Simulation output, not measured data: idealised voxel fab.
The process module presented herein is designated voxel ribs on slabs.
Square cell edge 5 nm, section width 260 nm, ID cut.
Notation: cross-section as square-cell grid; stated in bands, top first, going down; one or more cell rows per band. This entry defines a band. It first specifies the height of the band's top and the height of its bottom in nm, and then specifies the band's materials from left to right, stating each material with its width in nm. The word "full width" identifies a single material that fills the band from edge to edge, while the word "air" identifies empty space. Height 0 is the level under which the wafer as received is all one material. The lowest band goes on downwards, as in "z 0 and below". The notation "30..40" denotes a width that varies across the rows of cells in the band, beginning at the first number in the top row, finishing at the second number in the bottom row, and changing by an identical amount from each row to the next. "everything unchanged", as given for a step, is the statement that not any cell of the cross-section underwent a change during that step. Entry "Cavities, closed". Content: empty spaces with no open connection to the top, size 8 cells or greater. Each: width x height at distance. Distance: from left edge. Unit: nm. Text after the settings on a step's line: the simulator's own remark on that step. overlay nm: where the mask lay relative to plan, measured to the right, on steps with a mask; negatives go left.
**plan**
1,RECEIVE (material Si)
2,DIRECTIONAL_DEP (material SiO2; thk nm 25)
3,DIRECTIONAL_DEP (material SiN; thk nm 20)
4,DIRECTIONAL_DEP (material aC; thk nm 15)
5,PATTERN (tone cover; mask id RIB; material resist; width nm 25; thk nm 30; overlay nm 0)
6,DIRECTIONAL_ETCH (etch materials aC; depth nm 15)
7,STRIP (etch materials resist)
8,DIRECTIONAL_ETCH (etch materials SiN; depth nm 15)
9,STRIP (etch materials aC)
10,DIRECTIONAL_DEP (material aC; thk nm 10)
11,PATTERN (tone cover; mask id SLAB; material resist; width nm 75; thk nm 30; overlay nm 0)
12,DIRECTIONAL_ETCH (etch materials aC; depth nm 10)
13,STRIP (etch materials resist)
14,DIRECTIONAL_ETCH (etch materials SiN; depth nm 5)
15,STRIP (etch materials aC)
16,FILL_DEP (material SiO2; thk nm 25)
17,CMP (height nm 65)
18,DIRECTIONAL_DEP (material TiN; thk nm 10)
19,MASKED_ETCH (tone cover; mask id HEATER; width nm 35; etch materials TiN; depth nm 10; overlay nm 0)
20,CONFORMAL_DEP (material SiO2; thk nm 5)
**First of two wafers: run as planned**
**So this is the incoming wafer in cross-section - it's already been through step 1**
* z 0 and below = Si full width
* Cavities, closed: none
**Cross-section: wafer state after step 2**
* z 25 to 0 = SiO2 full width
* Below a height of 0, the structure has not been altered.
**Cross-section: wafer state after step 3**
* z 45 to 25 = SiN full width
* Below a height of 25, the structure has not been altered.
**Cross-section: wafer state after step 4**
* z 60 to 45 = aC full width
* Below a height of 45, the structure has not been altered.
**Cross-section: wafer state after step 5**
* z 90 to 60 = 115 nm air | 25 nm resist | 120 nm air
* Below a height of 60, the structure has not been altered.
**Cross-section: wafer state after step 6**
* z 75 to 60 = 115 nm air | 25 nm resist | 120 nm air
* z 60 to 45 = 115 nm air | 25 nm aC | 120 nm air
* Below a height of 45, the structure has not been altered.
**Cross-section: wafer state after step 7**
* z 60 to 45 = 115 nm air | 25 nm aC | 120 nm air
* Below a height of 45, the structure has not been altered.
**Cross-section: wafer state after step 8**
* z 60 to 45 = 115 nm air | 25 nm aC | 120 nm air
* z 45 to 30 = 115 nm air | 25 nm SiN | 120 nm air
* Below a height of 30, the structure has not been altered.
**Cross-section: wafer state after step 9**
* z 45 to 30 = 115 nm air | 25 nm SiN | 120 nm air
* Below a height of 30, the structure has not been altered.
**Cross-section: wafer state after step 10**
* z 55 to 45 = 115 nm air | 25 nm aC | 120 nm air
* z 45 to 40 = 115 nm air | 25 nm SiN | 120 nm air
* z 40 to 30 = 115 nm aC | 25 nm SiN | 120 nm aC
* Below a height of 30, the structure has not been altered.
**Cross-section: wafer state after step 11**
* z 85 to 55 = 90 nm air | 75 nm resist | 95 nm air
* z 55 to 45 = 90 nm air | 25 nm resist | 25 nm aC | 25 nm resist | 95 nm air
* z 45 to 40 = 90 nm air | 25 nm resist | 25 nm SiN | 25 nm resist | 95 nm air
* Below a height of 40, the structure has not been altered.
**Cross-section: wafer state after step 12**
* z 75 to 55 = 90 nm air | 75 nm resist | 95 nm air
* z 55 to 45 = 90 nm air | 25 nm resist | 25 nm aC | 25 nm resist | 95 nm air
* z 45 to 40 = 90 nm air | 25 nm resist | 25 nm SiN | 25 nm resist | 95 nm air
* z 40 to 30 = 90 nm air | 25 nm aC | 25 nm SiN | 25 nm aC | 95 nm air
* Below a height of 30, the structure has not been altered.
**Cross-section: wafer state after step 13**
* z 55 to 45 = 115 nm air | 25 nm aC | 120 nm air
* z 45 to 40 = 115 nm air | 25 nm SiN | 120 nm air
* Below a height of 40, the structure has not been altered.
**Cross-section: wafer state after step 14**
* z 55 to 45 = 115 nm air | 25 nm aC | 120 nm air
* z 45 to 40 = 115 nm air | 25 nm SiN | 120 nm air
* z 40 to 30 = 90 nm air | 25 nm aC | 25 nm SiN | 25 nm aC | 95 nm air
* z 30 to 25 = 90 nm air | 75 nm SiN | 95 nm air
* Below a height of 25, the structure has not been altered.
**Cross-section: wafer state after step 15**
* z 45 to 30 = 115 nm air | 25 nm SiN | 120 nm air
* Below a height of 30, the structure has not been altered.
**Cross-section: wafer state after step 16**
* z 70 to 45 = SiO2 full width
* z 45 to 30 = 115 nm SiO2 | 25 nm SiN | 120 nm SiO2
* z 30 to 25 = 90 nm SiO2 | 75 nm SiN | 95 nm SiO2
* Below a height of 25, the structure has not been altered.
**Cross-section: wafer state after step 17**
* z 65 to 45 = SiO2 full width
* Below a height of 45, the structure has not been altered.
**Cross-section: wafer state after step 18**
* z 75 to 65 = TiN full width
* Below a height of 65, the structure has not been altered.
**Cross-section: wafer state after step 19**
* z 75 to 65 = 110 nm air | 35 nm TiN | 115 nm air
* Below a height of 65, the structure has not been altered.
**Cross-section: wafer state after step 20**
* z 80 to 75 = 105 nm air | 45 nm SiO2 | 110 nm air
* z 75 to 70 = 105 nm air | 5 nm SiO2 | 35 nm TiN | 5 nm SiO2 | 110 nm air
* z 70 to 65 = 110 nm SiO2 | 35 nm TiN | 115 nm SiO2
* Below a height of 65, the structure has not been altered.
**Regarding the second of the two wafers: it shared the first wafer's starting condition and process plan, yet one error occurred during its execution. Its history coincides with that of the first wafer up to and including step 16**
**X-section, second wafer, when step 17 was due to finish**
* z 60 to 45 = SiO2 full width
* Below a height of 45, the structure has not been altered.
**X-section, second wafer, when step 18 was due to finish**
* z 70 to 60 = TiN full width
* Below a height of 60, the structure has not been altered.
**X-section, second wafer, when step 19 was due to finish**
* z 70 to 60 = 110 nm air | 35 nm TiN | 115 nm air
* Below a height of 60, the structure has not been altered.
**X-section, second wafer, when step 20 was due to finish**
* z 75 to 70 = 105 nm air | 45 nm SiO2 | 110 nm air
* z 70 to 65 = 105 nm air | 5 nm SiO2 | 35 nm TiN | 5 nm SiO2 | 110 nm air
* z 65 to 60 = 110 nm SiO2 | 35 nm TiN | 115 nm SiO2
* Below a height of 60, the structure has not been altered.
Error vs. plan: step 17 was processed under conditions differing from the plan, specifically as CMP (height nm 60)
End of process, cell counts, second wafer against first, materials with more or fewer: SiO2: 52 fewer
